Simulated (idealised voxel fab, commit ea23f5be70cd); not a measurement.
The document below concerns the process module designated voxel trench capacitor.
The width of the displayed cross-section, cut, is 260 nm; its cells are square, with a size of 5 nm.
Think of the cross-section as a grid of square cells. We describe it in bands, top to bottom, and each band covers one or more rows of those cells. Heads up on the band format: heights come first, top then bottom, in nm. After that it's the materials left to right, each with its width in nm. A single material flagged "full width" fills the whole band edge to edge, and "blank" means there's empty space there. Zero point of the height axis is 0; under it, received wafer = one material. Lowest band: continues down indefinitely, "from 0 down". So if you see something like "30..40" for the width, read it as the top row of the band sitting at the first number and the bottom row at the second, with every row in between moving by the same amount as the last. A step reported as "everything unchanged" is a step in which no cell of the cross-section changed. Any empty space of 8 cells or more lacking an open way to the top shows up in "Catalogued sealed voids" as width x height at distance, distance from the left edge, in nm. On each step's line, the part that comes after the settings is the simulator's own comment on the step. "overlay nm" answers the question of how far to the right of plan the mask lay on a step that has a mask, and when it is negative the answer is to the left.
Intended process steps:
- 1: RECEIVE (material Si)
- 2: CONFORMAL_DEP (material SiN; thk nm 5)
- 3: DIRECTIONAL_DEP (material aC; thk nm 15)
- 4: PATTERN (tone open; mask id TRENCH; material resist; width nm 15; pitch nm 45; thk nm 30; overlay nm 0)
- 5: DIRECTIONAL_ETCH (etch materials aC; depth nm 15)
- 6: STRIP (etch materials resist)
- 7: DIRECTIONAL_ETCH (etch materials SiN; depth nm 5)
- 8: DIRECTIONAL_ETCH (etch materials Si; depth nm 35)
- 9: STRIP (etch materials aC)
- 10: CONFORMAL_DEP (material Al2O3; thk nm 5)
- 11: FILL_DEP (material polySi; thk nm 10)
- 12: CMP (height nm 5)
Same starting wafers, different width nm at step 4. Plan value belongs to the first wafer.
Cross-section, first of several wafers, as delivered after step 1:
	from 0 down | Si full width
	Catalogued sealed voids: none
Each wafer at the end: cells of each material gained (+) or lost (-) since it was received, then its closed voids:
width nm 15, +51 Al2O3, -63 Si, +43 SiN, +21 polySi, Catalogued sealed voids: none
width nm 20, +54 Al2O3, -84 Si, +40 SiN, +42 polySi, Catalogued sealed voids: none
width nm 25, +57 Al2O3, -105 Si, +37 SiN, +63 polySi, Catalogued sealed voids: none
width nm 30, +60 Al2O3, -126 Si, +34 SiN, +84 polySi, Catalogued sealed voids: none
